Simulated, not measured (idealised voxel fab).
process module | voxel wiring stack
cross-section cut | 220 nm wide | cells 5 nm
A cross-section is a grid of square cells, given in bands from the top down. A band is one or more rows of cells.
Each band's line starts with the height of the band's top and of its bottom, in nm. Then come its materials from left to right, each with its width in nm. One material with "throughout" fills the band from edge to edge. "air" is empty space.
Height 0 is the level under which the wafer as received is all one material. The lowest band goes on downwards, as in "0 down".
A width such as "30 to 40" changes by the same amount from each row of cells to the next, from the band's top row to its bottom row.
"no change" after a step means that no cell of the cross-section changed.
closed voids: empty space of 8 cells or more with no open way to the top, each as width x height at its distance from the left edge, in nm
after a step's settings: what the simulator itself notes on the step
overlay nm, on a step with a mask: how far to the right of its planned place the mask lay; to the left if negative
plan
1 op RECEIVE | material Si
2 op CONFORMAL_DEP | material SiO2 | thk nm 10
3 op CONFORMAL_DEP | material SiN | thk nm 5
4 op DIRECTIONAL_DEP | material lowk | thk nm 20
5 op MASKED_ETCH | tone open | mask id METAL_1 | width nm 30 | pitch nm 50 | etch materials lowk | depth nm 20 | overlay nm 0
6 op MASKED_ETCH | tone open | mask id METAL_1 | width nm 30 | pitch nm 50 | etch materials SiN | depth nm 5 | overlay nm 0
7 op CONFORMAL_DEP | material TiN | thk nm 5
8 op FILL_DEP | material Cu | thk nm 10
9 op CMP | height nm 35
10 op EPI | material Ru | thk nm 5
11 op FILL_DEP | material SiCN | thk nm 5
12 op DIRECTIONAL_DEP | material lowk | thk nm 20
13 op MASKED_ETCH | tone open | mask id PLUG_1 | width nm 15 | etch materials lowk | depth nm 20 | overlay nm 0
14 op MASKED_ETCH | tone open | mask id PLUG_1 | width nm 15 | etch materials SiCN | depth nm 5 | overlay nm 0
15 op EPI | material Ru | thk nm 10
16 op EPI | material Ru | thk nm 10
17 op EPI | material Ru | thk nm 5
18 op CONFORMAL_DEP | material SiN | thk nm 5
19 op DIRECTIONAL_DEP | material lowk | thk nm 25
20 op MASKED_ETCH | tone open | mask id METAL_2 | width nm 30 | pitch nm 50 | etch materials lowk | depth nm 25 | overlay nm 0
21 op MASKED_ETCH | tone open | mask id METAL_2 | width nm 30 | pitch nm 50 | etch materials SiN | depth nm 5 | overlay nm 0
22 op CONFORMAL_DEP | material TiN | thk nm 5
23 op FILL_DEP | material W | thk nm 10
24 op CMP | height nm 95
25 op CONFORMAL_DEP | material SiCN | thk nm 5
26 op DIRECTIONAL_DEP | material SiO2 | thk nm 15
27 op PATTERN | tone open | mask id PLUG_2 | material resist | width nm 15 | pitch nm 50 | thk nm 20 | overlay nm 0
28 op DIRECTIONAL_ETCH | etch materials SiO2 | depth nm 15
29 op DIRECTIONAL_ETCH | etch materials SiCN | depth nm 5
30 op STRIP | etch materials resist
31 op EPI | material Ru | thk nm 10
32 op EPI | material Ru | thk nm 10
33 op CONFORMAL_DEP | material SiCN | thk nm 5
34 op DIRECTIONAL_DEP | material SiO2 | thk nm 15
35 op MASKED_ETCH | tone open | mask id METAL_3 | width nm 20 | pitch nm 50 | etch materials SiO2 | depth nm 15 | overlay nm 0
36 op MASKED_ETCH | tone open | mask id METAL_3 | width nm 30 | pitch nm 50 | etch materials SiCN | depth nm 5 | overlay nm 0
37 op CONFORMAL_DEP | material TiN | thk nm 5
38 op FILL_DEP | material W | thk nm 5
39 op CMP | height nm 135
40 op EPI | material Ru | thk nm 5
41 op FILL_DEP | material SiCN | thk nm 5
42 op DIRECTIONAL_DEP | material SiO2 | thk nm 10
43 op MASKED_ETCH | tone open | mask id PLUG_3 | width nm 15 | pitch nm 50 | etch materials SiO2 | depth nm 10 | overlay nm 0
44 op MASKED_ETCH | tone open | mask id PLUG_3 | width nm 15 | pitch nm 50 | etch materials SiCN | depth nm 5 | overlay nm 0
45 op EPI | material Ru | thk nm 10
46 op EPI | material Ru | thk nm 5
47 op CONFORMAL_DEP | material SiCN | thk nm 5
48 op DIRECTIONAL_DEP | material lowk | thk nm 15
49 op MASKED_ETCH | tone open | mask id METAL_4 | width nm 30 | pitch nm 50 | etch materials lowk | depth nm 15 | overlay nm 0
50 op MASKED_ETCH | tone open | mask id METAL_4 | width nm 30 | pitch nm 50 | etch materials SiCN | depth nm 5 | overlay nm 0
51 op CONFORMAL_DEP | material TiN | thk nm 5
52 op FILL_DEP | material W | thk nm 10
53 op CMP | height nm 175
54 op CONFORMAL_DEP | material SiCN | thk nm 5
varied across the wafers: width nm of step 35. The plan shows the first wafer's value. All wafers start alike
first wafer as received, after step 1
  0 down: Si throughout
  closed voids: none
first wafer at the end, after step 54
  180 to 175: SiCN throughout
  175 to 160: lowk 70 | TiN 5 | W 20 | TiN 5 | lowk 20 | TiN 5 | W 20 | TiN 5 | lowk 70
  160 to 155: SiCN 70 | TiN 30 | SiCN 20 | TiN 30 | SiCN 70
  155 to 145: SiO2 70 | Ru 15 | SiO2 35 | Ru 15 | SiO2 85
  145 to 135: SiCN 70 | Ru 15 to 30 | SiCN 35 to 20 | Ru 15 to 30 | SiCN 85 to 70
  135 to 120: SiO2 75 | TiN 5 | W 10 | TiN 5 | SiO2 30 | TiN 5 | W 10 | TiN 5 | SiO2 75
  120 to 115: SiCN 75 | TiN 20 | SiCN 30 | TiN 20 | SiCN 75
  115 to 100: SiO2 70 | Ru 15 | SiO2 35 | Ru 15 | SiO2 85
  100 to 95: SiCN 70 | Ru 15 | SiCN 35 | Ru 15 | SiCN 85
  95 to 70: lowk 70 | TiN 5 | W 20 | TiN 5 | lowk 20 | TiN 5 | W 20 | TiN 5 | lowk 70
  70 to 65: SiN 70 | TiN 30 | SiN 20 | TiN 30 | SiN 70
  65 to 45: lowk 70 | Ru 15 | lowk 135
  45 to 40: SiCN 70 | Ru 15 | SiCN 135
  40 to 35: SiCN 65 | Ru 40 | SiCN 10 | Ru 40 | SiCN 65
  35 to 15: lowk 70 | TiN 5 | Cu 20 | TiN 5 | lowk 20 | TiN 5 | Cu 20 | TiN 5 | lowk 70
  15 to 10: SiN 70 | TiN 30 | SiN 20 | TiN 30 | SiN 70
  10 to 0: SiO2 throughout
  0 down: Si throughout
  closed voids: none
last wafer at the end
  180 to 175: SiCN throughout
  175 to 160: lowk 70 | TiN 5 | W 20 | TiN 5 | lowk 20 | TiN 5 | W 20 | TiN 5 | lowk 70
  160 to 155: SiCN 70 | TiN 30 | SiCN 20 | TiN 30 | SiCN 70
  155 to 145: SiO2 70 | Ru 15 | SiO2 35 | Ru 15 | SiO2 85
  145 to 135: SiCN 70 to 65 | Ru 15 to 45 | SiCN 35 to 5 | Ru 15 to 45 | SiCN 85 to 60
  135 to 125: SiO2 70 | TiN 5 | W 25 | TiN 5 | SiO2 15 | TiN 5 | W 25 | TiN 5 | SiO2 65
  125 to 120: SiO2 70 | TiN 5 | W 20 | TiN 10 | SiO2 15 | TiN 5 | W 20 | TiN 10 | SiO2 65
  120 to 115: SiCN 70 | TiN 30 | SiCN 20 | TiN 30 | SiCN 70
  115 to 100: SiO2 70 | Ru 15 | SiO2 35 | Ru 15 | SiO2 85
  100 to 95: SiCN 70 | Ru 15 | SiCN 35 | Ru 15 | SiCN 85
  95 to 70: lowk 70 | TiN 5 | W 20 | TiN 5 | lowk 20 | TiN 5 | W 20 | TiN 5 | lowk 70
  70 to 65: SiN 70 | TiN 30 | SiN 20 | TiN 30 | SiN 70
  65 to 45: lowk 70 | Ru 15 | lowk 135
  45 to 40: SiCN 70 | Ru 15 | SiCN 135
  40 to 35: SiCN 65 | Ru 40 | SiCN 10 | Ru 40 | SiCN 65
  35 to 15: lowk 70 | TiN 5 | Cu 20 | TiN 5 | lowk 20 | TiN 5 | Cu 20 | TiN 5 | lowk 70
  15 to 10: SiN 70 | TiN 30 | SiN 20 | TiN 30 | SiN 70
  10 to 0: SiO2 throughout
  0 down: Si throughout
  closed voids: none
each wafer at the end: cells of each material gained (+) or lost (-) since it was received, then its closed voids
width nm 20 | +32 Cu | +85 Ru | +289 SiCN | +64 SiN | +386 SiO2 | +104 TiN | +76 W | +548 lowk | closed voids: none
width nm 25 | +32 Cu | +87 Ru | +285 SiCN | +64 SiN | +380 SiO2 | +106 TiN | +82 W | +548 lowk | closed voids: none
width nm 30 | +32 Cu | +89 Ru | +281 SiCN | +64 SiN | +374 SiO2 | +108 TiN | +88 W | +548 lowk | closed voids: none
width nm 35 | +32 Cu | +91 Ru | +279 SiCN | +64 SiN | +368 SiO2 | +110 TiN | +92 W | +548 lowk | closed voids: none
